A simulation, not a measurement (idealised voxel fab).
voxel self aligned contacts: a process module
180 nm wide, 5 nm square cells: that's cross-section cut.
The cross-sections in this document take the form of a grid made of square cells. They are written out as bands, in order from top to bottom. Each band consists of one or more rows of cells.
Top height, bottom height, nm. Materials left to right, width each, nm. Single material + "edge to edge" = fills band edge to edge. "air" = empty.
It should be noted that heights are counted from 0, beneath which the wafer as supplied is of one material throughout, and that the lowest band possesses no lower boundary but continues downward, as written in "from 0 down".
Think of "30 to 40" as a width that walks from the first number to the second as you go down the band, top row to bottom row, taking equal-sized steps from row to row.
Step note "no modification" = no cross-section cell changed.
For the entry "Closed void entries", the listed items are empty spaces with no open way to the top whose size is 8 cells or more; each item follows the pattern width x height at distance, where distance is from the left edge and all three are in nm.
Anything after a step's settings on that line? It's the simulator's own note about the step.
Steps that use a mask can have "overlay nm" on their line. It says how far the mask sat to the right of where it was meant to be. Negative means to the left.
## Steps in the process plan
1,RECEIVE: material Si
2,OXIDIZE: depth nm 5
3,DIRECTIONAL_DEP: material polySi, thk nm 25
4,DIRECTIONAL_DEP: material SiN, thk nm 15
5,PATTERN: tone cover, mask id GATE, material resist, width nm 30, pitch nm 60, thk nm 20, overlay nm 0
6,DIRECTIONAL_ETCH: etch materials SiN, depth nm 15
7,DIRECTIONAL_ETCH: etch materials polySi, depth nm 25
8,STRIP: etch materials resist
9,CONFORMAL_DEP: material SiN, thk nm 5
10,DIRECTIONAL_ETCH: etch materials SiN, depth nm 5
11,FILL_DEP: material SiO2, thk nm 15
12,CMP: height nm 50
13,MASKED_ETCH: tone open, mask id CONTACT, width nm 40, etch materials SiO2, depth nm 55, overlay nm 0
14,CONFORMAL_DEP: material TiN, thk nm 5
15,FILL_DEP: material W, thk nm 5
16,CMP: height nm 50
17,CONFORMAL_DEP: material SiCN, thk nm 5
## Incoming wafer, cross-sectional view, post step 1
* from 0 down  Si edge to edge
* Closed void entries: none
## first wafer at the end, as planned
* from 55 to 50  SiCN edge to edge
* from 50 to 40  70 of SiO2; 5 to 15 of TiN; 30 to 10 of W; 5 to 15 of TiN; 70 of SiO2
* from 40 to 25  40 of SiO2; 40 of SiN; 5 of TiN; 10 of W; 5 of TiN; 40 of SiN; 40 of SiO2
* from 25 to 0  40 of SiO2; 5 of SiN; 30 of polySi; 5 of SiN; 5 of TiN; 10 of W; 5 of TiN; 5 of SiN; 30 of polySi; 5 of SiN; 40 of SiO2
* from 0 to -5  80 of SiO2; 20 of TiN; 80 of SiO2
* from -5 down  Si edge to edge
* Closed void entries: none
## Second wafer through the module, sectioned at the end: same beginning and same plan as the first wafer, with one mistake in carrying it out
* from 55 to 50  SiCN edge to edge
* from 50 to 45  70 of SiO2; 5 of TiN; 30 of W; 5 of TiN; 70 of SiO2
* from 45 to 40  70 of SiO2; 40 of TiN; 70 of SiO2
* from 40 to 25  50 of SiN; 20 of SiO2; 40 of SiN; 20 of SiO2; 50 of SiN
* from 25 to 0  45 of polySi; 5 of SiN; 20 of SiO2; 5 of SiN; 30 of polySi; 5 of SiN; 20 of SiO2; 5 of SiN; 45 of polySi
* from 0 to -5  SiO2 edge to edge
* from -5 down  Si edge to edge
* Closed void entries: none
Which mistake was made when the wafer was run? the process deviated at step 5: the operation and settings actually run there were PATTERN: tone open, mask id GATE, material resist, width nm 30, pitch nm 60, thk nm 20, overlay nm 0
In the final state, the cell counts of the second wafer exceed or fall short of those of the first for the following materials: +36 SiN | -60 SiO2 | -18 TiN | -18 W | +60 polySi
